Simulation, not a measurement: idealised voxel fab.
The process module that follows is named voxel wiring stack.
Xsec cut, 185 nm wide, square cell size 5 nm.
Think of the cross-section as a grid of square cells. We describe it in bands, top to bottom, and each band covers one or more rows of those cells.
The band entry comprises the height of the band's top followed by the height of its bottom, expressed in nm, and subsequently the band's materials from left to right, each stated together with its width in nm. Where a single material is marked with the word "everywhere", that material fills the band from edge to edge. The word "air" represents empty space.
Heights are measured from 0, the level below which the as-received wafer is all one material; the lowest band has no bottom and continues downward, written as in "top 0, no bottom".
It should be noted that a width expressed as "30 to 40" varies in equal increments from row to row of cells within the band, taking the value of the first number at the top row and that of the second number at the bottom row.
Step marked "no change"? Then no cell in the cross-section changed in it.
"Closed voids list": sealed empty spaces, 8 cells or more, no open way to top, listed width x height at distance, with distance from the left edge and width, height and distance in nm.
That trailing text on a step's line, after the settings, is the simulator's own remark on the step.
The "overlay nm" setting may appear on a step's line; for a step that uses a mask, it gives how far to the right of its planned position the mask lay, and a negative value indicates the left.
Each pair of cross-sections that follows straddles one process step: the one shows the state before the step, the other the state after it, down to the lowest band that changed and no further. The step in question, and its settings, are given under the pair. Note that a pair is not necessarily a continuation of the pair above it, since pairs can come from different runs of this module on the same starting wafer; it is a continuation only where its entry headed "Pre-process state" says so.

# Pre-process state
	top 0, no bottom = Si everywhere
	Closed voids list: none

# Resulting Cross-Section
	top 15, bottom 0 = SiO2 everywhere
	For the remainder of the cross-section, below 0, there is no change.
	Closed voids list: none
Operation between the pre and post cross-sections above: CONFORMAL_DEP with material SiO2, thk nm 15

Pre-process state: The initial state for this step is given by the after cross-section of the immediately preceding pair.

# Resulting Cross-Section
	top 20, bottom 15 = TiN everywhere
	For the remainder of the cross-section, below 15, there is no change.
	Closed voids list: none
Operation between the pre and post cross-sections above: DIRECTIONAL_DEP with material TiN, thk nm 5

Pre-process state: The initial state for this step is given by the after cross-section of the immediately preceding pair.

# Resulting Cross-Section
	top 35, bottom 20 = W everywhere
	For the remainder of the cross-section, below 20, there is no change.
	Closed voids list: none
Operation between the pre and post cross-sections above: DIRECTIONAL_DEP with material W, thk nm 15

Pre-process state: The initial state for this step is given by the after cross-section of the immediately preceding pair.

# Resulting Cross-Section
	top 55, bottom 35 = air 60 nm, then resist 20 nm, then air 25 nm, then resist 20 nm, then air 60 nm
	For the remainder of the cross-section, below 35, there is no change.
	Closed voids list: none
Operation between the pre and post cross-sections above: PATTERN with tone cover, mask id METAL_1, material resist, width nm 20, pitch nm 45, thk nm 20, overlay nm 0

Pre-process state: The initial state for this step is given by the after cross-section of the immediately preceding pair.

# Resulting Cross-Section
	top 55, bottom 35 = air 60 nm, then resist 20 nm, then air 25 nm, then resist 20 nm, then air 60 nm
	top 35, bottom 20 = air 60 nm, then W 20 nm, then air 25 nm, then W 20 nm, then air 60 nm
	For the remainder of the cross-section, below 20, there is no change.
	Closed voids list: none
Operation between the pre and post cross-sections above: DIRECTIONAL_ETCH with etch materials W, depth nm 15

Pre-process state: The initial state for this step is given by the after cross-section of the immediately preceding pair.

# Resulting Cross-Section
	top 55, bottom 35 = air 60 nm, then resist 20 nm, then air 25 nm, then resist 20 nm, then air 60 nm
	top 35, bottom 20 = air 60 nm, then W 20 nm, then air 25 nm, then W 20 nm, then air 60 nm
	top 20, bottom 15 = air 60 nm, then TiN 20 nm, then air 25 nm, then TiN 20 nm, then air 60 nm
	For the remainder of the cross-section, below 15, there is no change.
	Closed voids list: none
Operation between the pre and post cross-sections above: DIRECTIONAL_ETCH with etch materials TiN, depth nm 5

Pre-process state: The initial state for this step is given by the after cross-section of the immediately preceding pair.

# Resulting Cross-Section
	top 35, bottom 20 = air 60 nm, then W 20 nm, then air 25 nm, then W 20 nm, then air 60 nm
	For the remainder of the cross-section, below 20, there is no change.
	Closed voids list: none
Operation between the pre and post cross-sections above: STRIP with etch materials resist

Pre-process state: The initial state for this step is given by the after cross-section of the immediately preceding pair.

# Resulting Cross-Section
	top 40, bottom 35 = air 55 nm, then SiN 30 nm, then air 15 nm, then SiN 30 nm, then air 55 nm
	top 35, bottom 20 = air 55 nm, then SiN 5 nm, then W 20 nm, then SiN 5 nm, then air 15 nm, then SiN 5 nm, then W 20 nm, then SiN 5 nm, then air 55 nm
	top 20, bottom 15 = SiN 60 nm, then TiN 20 nm, then SiN 25 nm, then TiN 20 nm, then SiN 60 nm
	For the remainder of the cross-section, below 15, there is no change.
	Closed voids list: none
Operation between the pre and post cross-sections above: CONFORMAL_DEP with material SiN, thk nm 5

Pre-process state: The initial state for this step is given by the after cross-section of the immediately preceding pair.

# Resulting Cross-Section
	top 45, bottom 40 = lowk everywhere
	top 40, bottom 35 = lowk 55 nm, then SiN 30 nm, then lowk 15 nm, then SiN 30 nm, then lowk 55 nm
	top 35, bottom 20 = lowk 55 nm, then SiN 5 nm, then W 20 nm, then SiN 5 nm, then lowk 15 nm, then SiN 5 nm, then W 20 nm, then SiN 5 nm, then lowk 55 nm
	For the remainder of the cross-section, below 20, there is no change.
	Closed voids list: none
Operation between the pre and post cross-sections above: FILL_DEP with material lowk, thk nm 5

Pre-process state: The initial state for this step is given by the after cross-section of the immediately preceding pair.

# Resulting Cross-Section
	top 35, bottom 20 = lowk 55 nm, then SiN 5 nm, then W 20 nm, then SiN 5 nm, then lowk 15 nm, then SiN 5 nm, then W 20 nm, then SiN 5 nm, then lowk 55 nm
	For the remainder of the cross-section, below 20, there is no change.
	Closed voids list: none
Operation between the pre and post cross-sections above: CMP with height nm 35

Pre-process state: The initial state for this step is given by the after cross-section of the immediately preceding pair.

# Resulting Cross-Section
	top 40, bottom 35 = SiCN everywhere
	For the remainder of the cross-section, below 35, there is no change.
	Closed voids list: none
Operation between the pre and post cross-sections above: CONFORMAL_DEP with material SiCN, thk nm 5

Pre-process state: The initial state for this step is given by the after cross-section of the immediately preceding pair.

# Resulting Cross-Section
	top 75, bottom 40 = SiO2 everywhere
	For the remainder of the cross-section, below 40, there is no change.
	Closed voids list: none
Operation between the pre and post cross-sections above: DIRECTIONAL_DEP with material SiO2, thk nm 35

Pre-process state: The initial state for this step is given by the after cross-section of the immediately preceding pair.

# Resulting Cross-Section
	top 75, bottom 55 = SiO2 60 nm, then air 20 nm, then SiO2 25 nm, then air 20 nm, then SiO2 60 nm
	For the remainder of the cross-section, below 55, there is no change.
	Closed voids list: none
Operation between the pre and post cross-sections above: MASKED_ETCH with tone open, mask id METAL_2, width nm 20, pitch nm 45, etch materials SiO2, depth nm 20, overlay nm 0

Pre-process state: The initial state for this step is given by the after cross-section of the immediately preceding pair.

# Resulting Cross-Section
	top 90, bottom 75 = aC 60 nm, then air 20 nm, then aC 25 nm, then air 20 nm, then aC 60 nm
	top 75, bottom 70 = SiO2 60 nm, then air 20 nm, then SiO2 25 nm, then air 20 nm, then SiO2 60 nm
	top 70, bottom 55 = SiO2 60 nm, then aC 20 nm, then SiO2 25 nm, then aC 20 nm, then SiO2 60 nm
	For the remainder of the cross-section, below 55, there is no change.
	Closed voids list: none
Operation between the pre and post cross-sections above: DIRECTIONAL_DEP with material aC, thk nm 15

Pre-process state: The initial state for this step is given by the after cross-section of the immediately preceding pair.

# Resulting Cross-Section
	top 125, bottom 90 = resist 60 nm, then air 15 nm, then resist 30 nm, then air 15 nm, then resist 65 nm
	top 90, bottom 75 = aC 60 nm, then air 15 nm, then resist 5 nm, then aC 25 nm, then air 15 nm, then resist 5 nm, then aC 60 nm
	top 75, bottom 70 = SiO2 60 nm, then air 15 nm, then resist 5 nm, then SiO2 25 nm, then air 15 nm, then resist 5 nm, then SiO2 60 nm
	For the remainder of the cross-section, below 70, there is no change.
	Closed voids list: none
Operation between the pre and post cross-sections above: PATTERN with tone open, mask id METAL_2_HOLES, material resist, width nm 15, pitch nm 45, thk nm 35, overlay nm 0

Pre-process state: The initial state for this step is given by the after cross-section of the immediately preceding pair.

# Resulting Cross-Section
	top 110, bottom 90 = resist 60 nm, then air 15 nm, then resist 30 nm, then air 15 nm, then resist 65 nm
	top 90, bottom 75 = aC 60 nm, then air 15 nm, then resist 5 nm, then aC 25 nm, then air 15 nm, then resist 5 nm, then aC 60 nm
	top 75, bottom 70 = SiO2 60 nm, then air 15 nm, then resist 5 nm, then SiO2 25 nm, then air 15 nm, then resist 5 nm, then SiO2 60 nm
	top 70, bottom 55 = SiO2 60 nm, then air 15 nm, then aC 5 nm, then SiO2 25 nm, then air 15 nm, then aC 5 nm, then SiO2 60 nm
	For the remainder of the cross-section, below 55, there is no change.
	Closed voids list: none
Operation between the pre and post cross-sections above: DIRECTIONAL_ETCH with etch materials aC, depth nm 15

Pre-process state: The initial state for this step is given by the after cross-section of the immediately preceding pair.

# Resulting Cross-Section
	top 90, bottom 75 = aC 60 nm, then air 20 nm, then aC 25 nm, then air 20 nm, then aC 60 nm
	top 75, bottom 70 = SiO2 60 nm, then air 20 nm, then SiO2 25 nm, then air 20 nm, then SiO2 60 nm
	For the remainder of the cross-section, below 70, there is no change.
	Closed voids list: none
Operation between the pre and post cross-sections above: STRIP with etch materials resist

Pre-process state: The initial state for this step is given by the after cross-section of the immediately preceding pair.

# Resulting Cross-Section
	top 90, bottom 75 = aC 60 nm, then air 20 nm, then aC 25 nm, then air 20 nm, then aC 60 nm
	top 75, bottom 70 = SiO2 60 nm, then air 20 nm, then SiO2 25 nm, then air 20 nm, then SiO2 60 nm
	top 70, bottom 55 = SiO2 60 nm, then air 15 nm, then aC 5 nm, then SiO2 25 nm, then air 15 nm, then aC 5 nm, then SiO2 60 nm
	top 55, bottom 40 = SiO2 60 nm, then air 15 nm, then SiO2 30 nm, then air 15 nm, then SiO2 65 nm
	For the remainder of the cross-section, below 40, there is no change.
	Closed voids list: none
Operation between the pre and post cross-sections above: DIRECTIONAL_ETCH with etch materials SiO2, depth nm 15

Pre-process state: The initial state for this step is given by the after cross-section of the immediately preceding pair.

# Resulting Cross-Section
	top 90, bottom 75 = aC 60 nm, then air 20 nm, then aC 25 nm, then air 20 nm, then aC 60 nm
	top 75, bottom 70 = SiO2 60 nm, then air 20 nm, then SiO2 25 nm, then air 20 nm, then SiO2 60 nm
	top 70, bottom 55 = SiO2 60 nm, then air 15 nm, then aC 5 nm, then SiO2 25 nm, then air 15 nm, then aC 5 nm, then SiO2 60 nm
	top 55, bottom 40 = SiO2 60 nm, then air 15 nm, then SiO2 30 nm, then air 15 nm, then SiO2 65 nm
	top 40, bottom 35 = SiCN 60 nm, then air 15 nm, then SiCN 30 nm, then air 15 nm, then SiCN 65 nm
	For the remainder of the cross-section, below 35, there is no change.
	Closed voids list: none
Operation between the pre and post cross-sections above: DIRECTIONAL_ETCH with etch materials SiCN, depth nm 5

Pre-process state: The initial state for this step is given by the after cross-section of the immediately preceding pair.

# Resulting Cross-Section
	top 75, bottom 55 = SiO2 60 nm, then air 20 nm, then SiO2 25 nm, then air 20 nm, then SiO2 60 nm
	For the remainder of the cross-section, below 55, there is no change.
	Closed voids list: none
Operation between the pre and post cross-sections above: STRIP with etch materials aC

Pre-process state: The initial state for this step is given by the after cross-section of the immediately preceding pair.

# Resulting Cross-Section
	top 80, bottom 75 = TiN 65 nm, then air 10 nm, then TiN 35 nm, then air 10 nm, then TiN 65 nm
	top 75, bottom 60 = SiO2 60 nm, then TiN 5 nm, then air 10 nm, then TiN 5 nm, then SiO2 25 nm, then TiN 5 nm, then air 10 nm, then TiN 5 nm, then SiO2 60 nm
	top 60, bottom 55 = SiO2 60 nm, then TiN 5 nm, then air 5 nm, then TiN 10 nm, then SiO2 25 nm, then TiN 5 nm, then air 5 nm, then TiN 10 nm, then SiO2 60 nm
	top 55, bottom 40 = SiO2 60 nm, then TiN 5 nm, then air 5 nm, then TiN 5 nm, then SiO2 30 nm, then TiN 5 nm, then air 5 nm, then TiN 5 nm, then SiO2 65 nm
	top 40, bottom 35 = SiCN 60 nm, then TiN 15 nm, then SiCN 30 nm, then TiN 15 nm, then SiCN 65 nm
	For the remainder of the cross-section, below 35, there is no change.
	Closed voids list: none
Operation between the pre and post cross-sections above: CONFORMAL_DEP with material TiN, thk nm 5

Pre-process state: The initial state for this step is given by the after cross-section of the immediately preceding pair.

# Resulting Cross-Section
	top 85, bottom 80 = Cu everywhere
	top 80, bottom 75 = TiN 65 nm, then Cu 10 nm, then TiN 35 nm, then Cu 10 nm, then TiN 65 nm
	top 75, bottom 60 = SiO2 60 nm, then TiN 5 nm, then Cu 10 nm, then TiN 5 nm, then SiO2 25 nm, then TiN 5 nm, then Cu 10 nm, then TiN 5 nm, then SiO2 60 nm
	top 60, bottom 55 = SiO2 60 nm, then TiN 5 nm, then Cu 5 nm, then TiN 10 nm, then SiO2 25 nm, then TiN 5 nm, then Cu 5 nm, then TiN 10 nm, then SiO2 60 nm
	top 55, bottom 40 = SiO2 60 nm, then TiN 5 nm, then Cu 5 nm, then TiN 5 nm, then SiO2 30 nm, then TiN 5 nm, then Cu 5 nm, then TiN 5 nm, then SiO2 65 nm
	For the remainder of the cross-section, below 40, there is no change.
	Closed voids list: none
Operation between the pre and post cross-sections above: FILL_DEP with material Cu, thk nm 5

Pre-process state: The initial state for this step is given by the after cross-section of the immediately preceding pair.

# Resulting Cross-Section
	top 75, bottom 60 = SiO2 60 nm, then TiN 5 nm, then Cu 10 nm, then TiN 5 nm, then SiO2 25 nm, then TiN 5 nm, then Cu 10 nm, then TiN 5 nm, then SiO2 60 nm
	For the remainder of the cross-section, below 60, there is no change.
	Closed voids list: none
Operation between the pre and post cross-sections above: CMP with height nm 75

Pre-process state: The initial state for this step is given by the after cross-section of the immediately preceding pair.

# Resulting Cross-Section
	top 80, bottom 75 = SiCN everywhere
	For the remainder of the cross-section, below 75, there is no change.
	Closed voids list: none
Operation between the pre and post cross-sections above: CONFORMAL_DEP with material SiCN, thk nm 5

Pre-process state: The initial state for this step is given by the after cross-section of the immediately preceding pair.

# Resulting Cross-Section
	top 90, bottom 80 = lowk everywhere
	For the remainder of the cross-section, below 80, there is no change.
	Closed voids list: none
Operation between the pre and post cross-sections above: DIRECTIONAL_DEP with material lowk, thk nm 10

Pre-process state: The initial state for this step is given by the after cross-section of the immediately preceding pair.

# Resulting Cross-Section
	top 110, bottom 90 = resist 60 nm, then air 15 nm, then resist 110 nm
	For the remainder of the cross-section, below 90, there is no change.
	Closed voids list: none
Operation between the pre and post cross-sections above: PATTERN with tone open, mask id PLUG_2, material resist, width nm 15, thk nm 20, overlay nm 0

Pre-process state: The initial state for this step is given by the after cross-section of the immediately preceding pair.

# Resulting Cross-Section
	top 110, bottom 90 = resist 60 nm, then air 15 nm, then resist 110 nm
	top 90, bottom 80 = lowk 60 nm, then air 15 nm, then lowk 110 nm
	For the remainder of the cross-section, below 80, there is no change.
	Closed voids list: none
Operation between the pre and post cross-sections above: DIRECTIONAL_ETCH with etch materials lowk, depth nm 10

Pre-process state: The initial state for this step is given by the after cross-section of the immediately preceding pair.

# Resulting Cross-Section
	top 110, bottom 90 = resist 60 nm, then air 15 nm, then resist 110 nm
	top 90, bottom 80 = lowk 60 nm, then air 15 nm, then lowk 110 nm
	top 80, bottom 75 = SiCN 60 nm, then air 15 nm, then SiCN 110 nm
	For the remainder of the cross-section, below 75, there is no change.
	Closed voids list: none
Operation between the pre and post cross-sections above: DIRECTIONAL_ETCH with etch materials SiCN, depth nm 5

Pre-process state: The initial state for this step is given by the after cross-section of the immediately preceding pair.

# Resulting Cross-Section
	top 90, bottom 80 = lowk 60 nm, then air 15 nm, then lowk 110 nm
	For the remainder of the cross-section, below 80, there is no change.
	Closed voids list: none
Operation between the pre and post cross-sections above: STRIP with etch materials resist

Pre-process state: The initial state for this step is given by the after cross-section of the immediately preceding pair.

# Resulting Cross-Section
	top 95, bottom 90 = TiN 65 nm, then air 5 nm, then TiN 115 nm
	top 90, bottom 80 = lowk 60 nm, then TiN 5 nm, then air 5 nm, then TiN 5 nm, then lowk 110 nm
	top 80, bottom 75 = SiCN 60 nm, then TiN 15 nm, then SiCN 110 nm
	For the remainder of the cross-section, below 75, there is no change.
	Closed voids list: none
Operation between the pre and post cross-sections above: CONFORMAL_DEP with material TiN, thk nm 5

Pre-process state: The initial state for this step is given by the after cross-section of the immediately preceding pair.

# Resulting Cross-Section
	top 100, bottom 95 = W everywhere
	top 95, bottom 90 = TiN 65 nm, then W 5 nm, then TiN 115 nm
	top 90, bottom 80 = lowk 60 nm, then TiN 5 nm, then W 5 nm, then TiN 5 nm, then lowk 110 nm
	For the remainder of the cross-section, below 80, there is no change.
	Closed voids list: none
Operation between the pre and post cross-sections above: FILL_DEP with material W, thk nm 5

Pre-process state: The initial state for this step is given by the after cross-section of the immediately preceding pair.

# Resulting Cross-Section
	top 90, bottom 80 = lowk 60 nm, then TiN 5 nm, then W 5 nm, then TiN 5 nm, then lowk 110 nm
	For the remainder of the cross-section, below 80, there is no change.
	Closed voids list: none
Operation between the pre and post cross-sections above: CMP with height nm 90

Pre-process state: The initial state for this step is given by the after cross-section of the immediately preceding pair.

# Resulting Cross-Section
	top 95, bottom 90 = SiCN everywhere
	For the remainder of the cross-section, below 90, there is no change.
	Closed voids list: none
Operation between the pre and post cross-sections above: CONFORMAL_DEP with material SiCN, thk nm 5

Pre-process state: The initial state for this step is given by the after cross-section of the immediately preceding pair.

# Resulting Cross-Section
	top 120, bottom 95 = SiO2 everywhere
	For the remainder of the cross-section, below 95, there is no change.
	Closed voids list: none
Operation between the pre and post cross-sections above: DIRECTIONAL_DEP with material SiO2, thk nm 25

Pre-process state: The initial state for this step is given by the after cross-section of the immediately preceding pair.

# Resulting Cross-Section
	top 140, bottom 120 = resist 60 nm, then air 20 nm, then resist 25 nm, then air 20 nm, then resist 60 nm
	For the remainder of the cross-section, below 120, there is no change.
	Closed voids list: none
Operation between the pre and post cross-sections above: PATTERN with tone open, mask id METAL_3, material resist, width nm 20, pitch nm 45, thk nm 20, overlay nm 0

Pre-process state: The initial state for this step is given by the after cross-section of the immediately preceding pair.

# Resulting Cross-Section
	top 140, bottom 120 = resist 60 nm, then air 20 nm, then resist 25 nm, then air 20 nm, then resist 60 nm
	top 120, bottom 95 = SiO2 60 nm, then air 20 nm, then SiO2 25 nm, then air 20 nm, then SiO2 60 nm
	For the remainder of the cross-section, below 95, there is no change.
	Closed voids list: none
Operation between the pre and post cross-sections above: DIRECTIONAL_ETCH with etch materials SiO2, depth nm 25

Pre-process state: The initial state for this step is given by the after cross-section of the immediately preceding pair.

# Resulting Cross-Section
	top 140, bottom 120 = resist 60 nm, then air 20 nm, then resist 25 nm, then air 20 nm, then resist 60 nm
	top 120, bottom 95 = SiO2 60 nm, then air 20 nm, then SiO2 25 nm, then air 20 nm, then SiO2 60 nm
	top 95, bottom 90 = SiCN 60 nm, then air 20 nm, then SiCN 25 nm, then air 20 nm, then SiCN 60 nm
	For the remainder of the cross-section, below 90, there is no change.
	Closed voids list: none
Operation between the pre and post cross-sections above: DIRECTIONAL_ETCH with etch materials SiCN, depth nm 5

Pre-process state: The initial state for this step is given by the after cross-section of the immediately preceding pair.

# Resulting Cross-Section
	top 120, bottom 95 = SiO2 60 nm, then air 20 nm, then SiO2 25 nm, then air 20 nm, then SiO2 60 nm
	For the remainder of the cross-section, below 95, there is no change.
	Closed voids list: none
Operation between the pre and post cross-sections above: STRIP with etch materials resist

Pre-process state: The initial state for this step is given by the after cross-section of the immediately preceding pair.

# Resulting Cross-Section
	top 125, bottom 120 = TiN 65 nm, then air 10 nm, then TiN 35 nm, then air 10 nm, then TiN 65 nm
	top 120, bottom 95 = SiO2 60 nm, then TiN 5 nm, then air 10 nm, then TiN 5 nm, then SiO2 25 nm, then TiN 5 nm, then air 10 nm, then TiN 5 nm, then SiO2 60 nm
	top 95, bottom 90 = SiCN 60 nm, then TiN 20 nm, then SiCN 25 nm, then TiN 20 nm, then SiCN 60 nm
	For the remainder of the cross-section, below 90, there is no change.
	Closed voids list: none
Operation between the pre and post cross-sections above: CONFORMAL_DEP with material TiN, thk nm 5

Pre-process state: The initial state for this step is given by the after cross-section of the immediately preceding pair.

# Resulting Cross-Section
	top 135, bottom 125 = Cu everywhere
	top 125, bottom 120 = TiN 65 nm, then Cu 10 nm, then TiN 35 nm, then Cu 10 nm, then TiN 65 nm
	top 120, bottom 95 = SiO2 60 nm, then TiN 5 nm, then Cu 10 nm, then TiN 5 nm, then SiO2 25 nm, then TiN 5 nm, then Cu 10 nm, then TiN 5 nm, then SiO2 60 nm
	For the remainder of the cross-section, below 95, there is no change.
	Closed voids list: none
Operation between the pre and post cross-sections above: FILL_DEP with material Cu, thk nm 10

Pre-process state: The initial state for this step is given by the after cross-section of the immediately preceding pair.

# Resulting Cross-Section
	top 120, bottom 95 = SiO2 60 nm, then TiN 5 nm, then Cu 10 nm, then TiN 5 nm, then SiO2 25 nm, then TiN 5 nm, then Cu 10 nm, then TiN 5 nm, then SiO2 60 nm
	For the remainder of the cross-section, below 95, there is no change.
	Closed voids list: none
Operation between the pre and post cross-sections above: CMP with height nm 120

Pre-process state: The initial state for this step is given by the after cross-section of the immediately preceding pair.

# Resulting Cross-Section
	top 125, bottom 120 = SiCN everywhere
	For the remainder of the cross-section, below 120, there is no change.
	Closed voids list: none
Operation between the pre and post cross-sections above: CONFORMAL_DEP with material SiCN, thk nm 5

Pre-process state: The initial state for this step is given by the after cross-section of the immediately preceding pair.

# Resulting Cross-Section
	top 135, bottom 125 = lowk everywhere
	For the remainder of the cross-section, below 125, there is no change.
	Closed voids list: none
Operation between the pre and post cross-sections above: DIRECTIONAL_DEP with material lowk, thk nm 10

Pre-process state: The initial state for this step is given by the after cross-section of the immediately preceding pair.

# Resulting Cross-Section
	top 150, bottom 135 = resist 60 nm, then air 15 nm, then resist 30 nm, then air 15 nm, then resist 65 nm
	For the remainder of the cross-section, below 135, there is no change.
	Closed voids list: none
Operation between the pre and post cross-sections above: PATTERN with tone open, mask id PLUG_3, material resist, width nm 15, pitch nm 45, thk nm 15, overlay nm 0

Pre-process state: The initial state for this step is given by the after cross-section of the immediately preceding pair.

# Resulting Cross-Section
	top 150, bottom 135 = resist 60 nm, then air 15 nm, then resist 30 nm, then air 15 nm, then resist 65 nm
	top 135, bottom 125 = lowk 60 nm, then air 15 nm, then lowk 30 nm, then air 15 nm, then lowk 65 nm
	For the remainder of the cross-section, below 125, there is no change.
	Closed voids list: none
Operation between the pre and post cross-sections above: DIRECTIONAL_ETCH with etch materials lowk, depth nm 10

Pre-process state: The initial state for this step is given by the after cross-section of the immediately preceding pair.

# Resulting Cross-Section
	top 150, bottom 135 = resist 60 nm, then air 15 nm, then resist 30 nm, then air 15 nm, then resist 65 nm
	top 135, bottom 125 = lowk 60 nm, then air 15 nm, then lowk 30 nm, then air 15 nm, then lowk 65 nm
	top 125, bottom 120 = SiCN 60 nm, then air 15 nm, then SiCN 30 nm, then air 15 nm, then SiCN 65 nm
	For the remainder of the cross-section, below 120, there is no change.
	Closed voids list: none
Operation between the pre and post cross-sections above: DIRECTIONAL_ETCH with etch materials SiCN, depth nm 5

Pre-process state: The initial state for this step is given by the after cross-section of the immediately preceding pair.

# Resulting Cross-Section
	top 135, bottom 125 = lowk 60 nm, then air 15 nm, then lowk 30 nm, then air 15 nm, then lowk 65 nm
	For the remainder of the cross-section, below 125, there is no change.
	Closed voids list: none
Operation between the pre and post cross-sections above: STRIP with etch materials resist

Pre-process state: The initial state for this step is given by the after cross-section of the immediately preceding pair.

# Resulting Cross-Section
	top 135, bottom 130 = lowk 60 nm, then air 15 nm, then lowk 30 nm, then air 15 nm, then lowk 65 nm
	top 130, bottom 125 = lowk 60 nm, then Ru 15 nm, then lowk 30 nm, then Ru 15 nm, then lowk 65 nm
	top 125, bottom 120 = SiCN 60 nm, then Ru 15 nm, then SiCN 30 nm, then Ru 15 nm, then SiCN 65 nm
	For the remainder of the cross-section, below 120, there is no change.
	Closed voids list: none
Operation between the pre and post cross-sections above: EPI with material Ru, thk nm 10

Pre-process state: The initial state for this step is given by the after cross-section of the immediately preceding pair.

# Resulting Cross-Section
	top 135, bottom 125 = lowk 60 nm, then Ru 15 nm, then lowk 30 nm, then Ru 15 nm, then lowk 65 nm
	For the remainder of the cross-section, below 125, there is no change.
	Closed voids list: none
Operation between the pre and post cross-sections above: EPI with material Ru, thk nm 5

Pre-process state: The initial state for this step is given by the after cross-section of the immediately preceding pair.

# Resulting Cross-Section
	top 140, bottom 135 = TiN everywhere
	For the remainder of the cross-section, below 135, there is no change.
	Closed voids list: none
Operation between the pre and post cross-sections above: DIRECTIONAL_DEP with material TiN, thk nm 5

Pre-process state: The initial state for this step is given by the after cross-section of the immediately preceding pair.

# Resulting Cross-Section
	top 165, bottom 140 = W everywhere
	For the remainder of the cross-section, below 140, there is no change.
	Closed voids list: none
Operation between the pre and post cross-sections above: DIRECTIONAL_DEP with material W, thk nm 25

Pre-process state: The initial state for this step is given by the after cross-section of the immediately preceding pair.

# Resulting Cross-Section
	top 165, bottom 140 = air 60 nm, then W 20 nm, then air 25 nm, then W 20 nm, then air 60 nm
	For the remainder of the cross-section, below 140, there is no change.
	Closed voids list: none
Operation between the pre and post cross-sections above: MASKED_ETCH with tone cover, mask id METAL_4, width nm 20, pitch nm 45, etch materials W, depth nm 25, overlay nm 0

Pre-process state: The initial state for this step is given by the after cross-section of the immediately preceding pair.

# Resulting Cross-Section
	top 165, bottom 140 = air 60 nm, then W 20 nm, then air 25 nm, then W 20 nm, then air 60 nm
	top 140, bottom 135 = air 60 nm, then TiN 20 nm, then air 25 nm, then TiN 20 nm, then air 60 nm
	For the remainder of the cross-section, below 135, there is no change.
	Closed voids list: none
Operation between the pre and post cross-sections above: MASKED_ETCH with tone cover, mask id METAL_4, width nm 20, pitch nm 45, etch materials TiN, depth nm 5, overlay nm 0

Pre-process state: The initial state for this step is given by the after cross-section of the immediately preceding pair.

# Resulting Cross-Section
	top 170, bottom 165 = air 55 nm, then SiN 30 nm, then air 15 nm, then SiN 30 nm, then air 55 nm
	top 165, bottom 140 = air 55 nm, then SiN 5 nm, then W 20 nm, then SiN 5 nm, then air 15 nm, then SiN 5 nm, then W 20 nm, then SiN 5 nm, then air 55 nm
	top 140, bottom 135 = SiN 60 nm, then TiN 20 nm, then SiN 25 nm, then TiN 20 nm, then SiN 60 nm
	For the remainder of the cross-section, below 135, there is no change.
	Closed voids list: none
Operation between the pre and post cross-sections above: CONFORMAL_DEP with material SiN, thk nm 5

Pre-process state: The initial state for this step is given by the after cross-section of the immediately preceding pair.

# Resulting Cross-Section
	top 180, bottom 170 = SiO2 everywhere
	top 170, bottom 165 = SiO2 55 nm, then SiN 30 nm, then SiO2 15 nm, then SiN 30 nm, then SiO2 55 nm
	top 165, bottom 140 = SiO2 55 nm, then SiN 5 nm, then W 20 nm, then SiN 5 nm, then SiO2 15 nm, then SiN 5 nm, then W 20 nm, then SiN 5 nm, then SiO2 55 nm
	For the remainder of the cross-section, below 140, there is no change.
	Closed voids list: none
Operation between the pre and post cross-sections above: FILL_DEP with material SiO2, thk nm 10

Pre-process state: The initial state for this step is given by the after cross-section of the immediately preceding pair.

# Resulting Cross-Section
	top 165, bottom 140 = SiO2 55 nm, then SiN 5 nm, then W 20 nm, then SiN 5 nm, then SiO2 15 nm, then SiN 5 nm, then W 20 nm, then SiN 5 nm, then SiO2 55 nm
	For the remainder of the cross-section, below 140, there is no change.
	Closed voids list: none
Operation between the pre and post cross-sections above: CMP with height nm 165

Pre-process state: The initial state for this step is given by the after cross-section of the immediately preceding pair.

# Resulting Cross-Section
	top 170, bottom 165 = SiN everywhere
	For the remainder of the cross-section, below 165, there is no change.
	Closed voids list: none
Operation between the pre and post cross-sections above: CONFORMAL_DEP with material SiN, thk nm 5
